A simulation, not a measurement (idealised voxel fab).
This section sets out a process module, namely voxel transistor to metal.
cross-section cut | 295 nm wide | cells 5 nm
Bands, listed from the top down, are how a cross-section gets written in this document; the cross-section itself is a grid of square cells, and a band is one or more rows of them.
Top, bottom (nm), then materials left to right with widths (nm); lone material tagged "full width" fills the whole band edge to edge; "blank" = empty space.
Below 0: as-received wafer, all one material; heights counted from there. Lowest band: no bottom, goes on down, written "0 -> down".
With a width like "30->40", each row of cells in the band differs from the next by the same amount, the top row carrying the first number and the bottom row the second.
"nothing different" (step): cross-section cells unchanged, all of them.
This entry, "Sealed voids", enumerates those empty regions of no fewer than 8 cells that possess no open connection to the top. Each region is reported in the form width x height at distance, the distance being taken from the left edge, with all three quantities expressed in nm.
That trailing text on a step's line, after the settings, is the simulator's own remark on the step.
The setting "overlay nm" may be written on the line of a step. When the step uses a mask, the value reports how far to the right of the planned place the mask lay, and a negative value reports that it lay to the left.
PROCESS STEPS FORESEEN IN THE PLAN
| 1 | RECEIVE [material Si] |
| 2 | OXIDIZE [depth nm 5] |
| 3 | CONFORMAL_DEP [material SiN] [thk nm 10] |
| 4 | PATTERN [tone cover] [mask id ACTIVE] [material resist] [width nm 110] [pitch nm 130] [thk nm 15] [overlay nm 0] |
| 5 | DIRECTIONAL_ETCH [etch materials SiN] [depth nm 10] |
| 6 | DIRECTIONAL_ETCH [etch materials SiO2] [depth nm 5] |
| 7 | DIRECTIONAL_ETCH [etch materials Si] [depth nm 35] |
| 8 | STRIP [etch materials resist] |
| 9 | FILL_DEP [material SiO2] [thk nm 5] |
| 10 | CMP [height nm 10] |
| 11 | SELECTIVE_ETCH [etch materials SiO2] [depth nm 10] |
| 12 | STRIP [etch materials SiN] |
| 13 | SELECTIVE_ETCH [etch materials SiO2] [depth nm 5] |
| 14 | OXIDIZE [depth nm 5] |
| 15 | DIRECTIONAL_DEP [material polySi] [thk nm 25] |
| 16 | DIRECTIONAL_DEP [material SiCN] [thk nm 10] |
| 17 | MASKED_ETCH [tone cover] [mask id GATE] [width nm 30] [pitch nm 130] [etch materials SiCN] [depth nm 20] [overlay nm 0] |
| 18 | MASKED_ETCH [tone cover] [mask id GATE] [width nm 30] [pitch nm 130] [etch materials polySi] [depth nm 35] [overlay nm 0] |
| 19 | CONFORMAL_DEP [material SiN] [thk nm 5] |
| 20 | DIRECTIONAL_ETCH [etch materials SiN] [depth nm 5] |
| 21 | DIRECTIONAL_ETCH [etch materials SiO2] [depth nm 5] |
| 22 | DIRECTIONAL_ETCH [etch materials Si] [depth nm 15] |
| 23 | EPI [material nSi] [thk nm 15] |
| 24 | FILL_DEP [material SiO2] [thk nm 10] |
| 25 | CMP [height nm 20] |
| 26 | STRIP [etch materials polySi] |
| 27 | SELECTIVE_ETCH [etch materials SiO2] [depth nm 5] |
| 28 | CONFORMAL_DEP [material HfO2] [thk nm 5] |
| 29 | CONFORMAL_DEP [material TiN] [thk nm 5] |
| 30 | FILL_DEP [material W] [thk nm 5] |
| 31 | CMP [height nm 15] |
| 32 | DIRECTIONAL_DEP [material SiO2] [thk nm 15] |
| 33 | PATTERN [tone open] [mask id CONTACT] [material resist] [width nm 15] [thk nm 20] [overlay nm 0] |
| 34 | DIRECTIONAL_ETCH [etch materials SiO2] [depth nm 40] |
| 35 | STRIP [etch materials resist] |
| 36 | CONFORMAL_DEP [material TiN] [thk nm 5] |
| 37 | FILL_DEP [material Ru] [thk nm 10] |
| 38 | CMP [height nm 30] |
| 39 | DIRECTIONAL_DEP [material TiN] [thk nm 5] |
| 40 | DIRECTIONAL_DEP [material W] [thk nm 15] |
| 41 | PATTERN [tone cover] [mask id METAL_1] [material resist] [width nm 15] [thk nm 20] [overlay nm -15] |
| 42 | DIRECTIONAL_ETCH [etch materials W] [depth nm 15] |
| 43 | DIRECTIONAL_ETCH [etch materials TiN] [depth nm 5] |
| 44 | STRIP [etch materials resist] |
| 45 | CONFORMAL_DEP [material SiCN] [thk nm 5] |
| 46 | FILL_DEP [material lowk] [thk nm 10] |
| 47 | CMP [height nm 50] |
| 48 | CONFORMAL_DEP [material SiCN] [thk nm 5] |
Across this set of wafers, the varied parameter is the overlay nm of step 41. Starting conditions are identical for every wafer, and the plan reports the value assigned to the first wafer.
AS-RECEIVED CROSS-SECTION, FIRST OF SEVERAL WAFERS, POST STEP 1
> 0 -> down  Si full width
> Sealed voids: none
HERE'S THE FIRST OF SEVERAL WAFERS IN CROSS-SECTION, END OF THE MODULE, AFTER THE LAST STEP, STEP 48
> 55 -> 50  SiCN full width
> 50 -> 35  15 lowk; 5 SiCN; 15 W; 5 SiCN; 50 lowk; 5 SiCN; 15 W; 5 SiCN; 30 lowk; 5 SiCN; 15 W; 5 SiCN; 50 lowk; 5 SiCN; 15 W; 5 SiCN; 50 lowk
> 35 -> 30  20 SiCN; 15 TiN; 60 SiCN; 15 TiN; 40 SiCN; 15 TiN; 60 SiCN; 15 TiN; 55 SiCN
> 30 -> 15  35 SiO2; 5 TiN; 5 Ru; 5 TiN; 60 SiO2; 5 TiN; 5 Ru; 5 TiN; 40 SiO2; 5 TiN; 5 Ru; 5 TiN; 60 SiO2; 5 TiN; 5 Ru; 5 TiN; 40 SiO2
> 15 -> 10  35 SiO2; 5 TiN; 5 Ru; 5 TiN; 10 SiO2; 5 SiN; 5 HfO2; 5 TiN; 10 W; 5 TiN; 5 HfO2; 5 SiN; 10 SiO2; 5 TiN; 5 Ru; 5 TiN; 40 SiO2; 5 TiN; 5 Ru; 5 TiN; 10 SiO2; 5 SiN; 5 HfO2; 5 TiN; 10 W; 5 TiN; 5 HfO2; 5 SiN; 10 SiO2; 5 TiN; 5 Ru; 5 TiN; 40 SiO2
> 10 -> 5  35 SiO2; 15 TiN; 10 SiO2; 5 SiN; 5 HfO2; 5 TiN; 10 W; 5 TiN; 5 HfO2; 5 SiN; 10 SiO2; 15 TiN; 40 SiO2; 15 TiN; 10 SiO2; 5 SiN; 5 HfO2; 5 TiN; 10 W; 5 TiN; 5 HfO2; 5 SiN; 10 SiO2; 15 TiN; 40 SiO2
> 5 -> 0  35 SiO2; 10 TiN; 15 nSi; 5 SiN; 5 HfO2; 5 TiN; 10 W; 5 TiN; 5 HfO2; 5 SiN; 15 nSi; 10 TiN; 40 SiO2; 10 TiN; 15 nSi; 5 SiN; 5 HfO2; 5 TiN; 10 W; 5 TiN; 5 HfO2; 5 SiN; 15 nSi; 10 TiN; 40 SiO2
> 0 -> -5  35 SiO2; 10 TiN; 15 nSi; 5 SiN; 5 HfO2; 20 TiN; 5 HfO2; 5 SiN; 15 nSi; 10 TiN; 40 SiO2; 10 TiN; 15 nSi; 5 SiN; 5 HfO2; 20 TiN; 5 HfO2; 5 SiN; 15 nSi; 10 TiN; 40 SiO2
> -5 -> -10  35 SiO2; 10 TiN; 15 nSi; 40 HfO2; 15 nSi; 10 TiN; 40 SiO2; 10 TiN; 15 nSi; 40 HfO2; 15 nSi; 10 TiN; 40 SiO2
> -10 -> -25  25 SiO2; 35 nSi; 40 Si; 35 nSi; 20 SiO2; 35 nSi; 40 Si; 35 nSi; 30 SiO2
> -25 -> -40  25 SiO2; 110 Si; 20 SiO2; 110 Si; 30 SiO2
> -40 -> down  Si full width
> Sealed voids: none
LAST WAFER AT THE END
> 55 -> 50  SiCN full width
> 50 -> 35  45 lowk; 5 SiCN; 15 W; 5 SiCN; 50 lowk; 5 SiCN; 15 W; 5 SiCN; 30 lowk; 5 SiCN; 15 W; 5 SiCN; 50 lowk; 5 SiCN; 15 W; 5 SiCN; 20 lowk
> 35 -> 30  50 SiCN; 15 TiN; 60 SiCN; 15 TiN; 40 SiCN; 15 TiN; 60 SiCN; 15 TiN; 25 SiCN
> 30 -> 15  35 SiO2; 5 TiN; 5 Ru; 5 TiN; 60 SiO2; 5 TiN; 5 Ru; 5 TiN; 40 SiO2; 5 TiN; 5 Ru; 5 TiN; 60 SiO2; 5 TiN; 5 Ru; 5 TiN; 40 SiO2
> 15 -> 10  35 SiO2; 5 TiN; 5 Ru; 5 TiN; 10 SiO2; 5 SiN; 5 HfO2; 5 TiN; 10 W; 5 TiN; 5 HfO2; 5 SiN; 10 SiO2; 5 TiN; 5 Ru; 5 TiN; 40 SiO2; 5 TiN; 5 Ru; 5 TiN; 10 SiO2; 5 SiN; 5 HfO2; 5 TiN; 10 W; 5 TiN; 5 HfO2; 5 SiN; 10 SiO2; 5 TiN; 5 Ru; 5 TiN; 40 SiO2
> 10 -> 5  35 SiO2; 15 TiN; 10 SiO2; 5 SiN; 5 HfO2; 5 TiN; 10 W; 5 TiN; 5 HfO2; 5 SiN; 10 SiO2; 15 TiN; 40 SiO2; 15 TiN; 10 SiO2; 5 SiN; 5 HfO2; 5 TiN; 10 W; 5 TiN; 5 HfO2; 5 SiN; 10 SiO2; 15 TiN; 40 SiO2
> 5 -> 0  35 SiO2; 10 TiN; 15 nSi; 5 SiN; 5 HfO2; 5 TiN; 10 W; 5 TiN; 5 HfO2; 5 SiN; 15 nSi; 10 TiN; 40 SiO2; 10 TiN; 15 nSi; 5 SiN; 5 HfO2; 5 TiN; 10 W; 5 TiN; 5 HfO2; 5 SiN; 15 nSi; 10 TiN; 40 SiO2
> 0 -> -5  35 SiO2; 10 TiN; 15 nSi; 5 SiN; 5 HfO2; 20 TiN; 5 HfO2; 5 SiN; 15 nSi; 10 TiN; 40 SiO2; 10 TiN; 15 nSi; 5 SiN; 5 HfO2; 20 TiN; 5 HfO2; 5 SiN; 15 nSi; 10 TiN; 40 SiO2
> -5 -> -10  35 SiO2; 10 TiN; 15 nSi; 40 HfO2; 15 nSi; 10 TiN; 40 SiO2; 10 TiN; 15 nSi; 40 HfO2; 15 nSi; 10 TiN; 40 SiO2
> -10 -> -25  25 SiO2; 35 nSi; 40 Si; 35 nSi; 20 SiO2; 35 nSi; 40 Si; 35 nSi; 30 SiO2
> -25 -> -40  25 SiO2; 110 Si; 20 SiO2; 110 Si; 30 SiO2
> -40 -> down  Si full width
> Sealed voids: none
WAFER ROWS; END OF MODULE; CELLS PER MATERIAL SINCE RECEIPT: (+) GAINED, (-) LOST; THEN CLOSED VOIDS
overlay nm -15; +32 HfO2; +16 Ru; -292 Si; +130 SiCN; +16 SiN; +362 SiO2; +100 TiN; +48 W; +117 lowk; +120 nSi; Sealed voids: none
overlay nm -10; +32 HfO2; +16 Ru; -292 Si; +130 SiCN; +16 SiN; +362 SiO2; +100 TiN; +48 W; +117 lowk; +120 nSi; Sealed voids: none
overlay nm -5; +32 HfO2; +16 Ru; -292 Si; +130 SiCN; +16 SiN; +362 SiO2; +100 TiN; +48 W; +117 lowk; +120 nSi; Sealed voids: none
overlay nm 0; +32 HfO2; +16 Ru; -292 Si; +130 SiCN; +16 SiN; +362 SiO2; +100 TiN; +48 W; +117 lowk; +120 nSi; Sealed voids: none
overlay nm 5; +32 HfO2; +16 Ru; -292 Si; +130 SiCN; +16 SiN; +362 SiO2; +100 TiN; +48 W; +117 lowk; +120 nSi; Sealed voids: none
overlay nm 10; +32 HfO2; +16 Ru; -292 Si; +130 SiCN; +16 SiN; +362 SiO2; +100 TiN; +48 W; +117 lowk; +120 nSi; Sealed voids: none
overlay nm 15; +32 HfO2; +16 Ru; -292 Si; +130 SiCN; +16 SiN; +362 SiO2; +100 TiN; +48 W; +117 lowk; +120 nSi; Sealed voids: none
